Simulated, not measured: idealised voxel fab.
A process module follows: voxel spacer lines.
Xsec cut, 200 nm wide, square cell size 5 nm.
Cross-section spec: square-cell grid; bands listed top down; each band is one or more rows. Top, bottom (nm), then materials left to right with widths (nm); lone material tagged "all across" fills the whole band edge to edge; "air" = empty space. A quick word on heights: they are counted from 0, and under that level the wafer as it came to us is one material throughout. The lowest band is different from the rest in having no bottom; it simply continues downward, written as in "from 0 down". Quick explanation for "30->40": the width changes in equal steps down the rows of cells, from the first number in the band's top row to the second number in its bottom row. What does "no alterations made" mean for a step? It means no cell of the cross-section changed in that step. In "Closed void inventory" the enclosed voids are listed, meaning empty spaces of 8 cells or larger without any opening to the top. The form is width x height at distance, distance from the left edge, units nm. Text after the settings on a step's line: the simulator's own remark on that step. When a step includes a mask, the "overlay nm" setting on its line states how far to the right of its planned place that mask lay, and negative values state how far to the left.

Intended process steps:
| 1 | op RECEIVE | material Si |
| 2 | op CONFORMAL_DEP | material Al2O3 | thk nm 10 |
| 3 | op DIRECTIONAL_DEP | material W | thk nm 20 |
| 4 | op DIRECTIONAL_DEP | material aC | thk nm 20 |
| 5 | op PATTERN | tone cover | mask id MANDREL | material resist | width nm 20 | pitch nm 60 | thk nm 25 | overlay nm 0 |
| 6 | op DIRECTIONAL_ETCH | etch materials aC | depth nm 20 |
| 7 | op STRIP | etch materials resist |
| 8 | op CONFORMAL_DEP | material SiN | thk nm 10 |
| 9 | op DIRECTIONAL_ETCH | etch materials SiN | depth nm 10 |
| 10 | op STRIP | etch materials aC |
| 11 | op DIRECTIONAL_ETCH | etch materials W | depth nm 20 |
| 12 | op STRIP | etch materials SiN |

So this is the incoming wafer in cross-section - it's already been through step 1:
> from 0 down  Si all across
> Closed void inventory: none

Final cross-section, module run with one mistake (start and plan as above):
> from 50 to 30  20 of air, 10 of W, 20 of air, 10 of W, 20 of air, 10 of W, 20 of air, 10 of W, 20 of air, 10 of W, 20 of air, 10 of W, 20 of air
> from 30 to 10  W all across
> from 10 to 0  Al2O3 all across
> from 0 down  Si all across
> Closed void inventory: none
What went wrong in running the wafer? step 3 of the plan was carried out twice
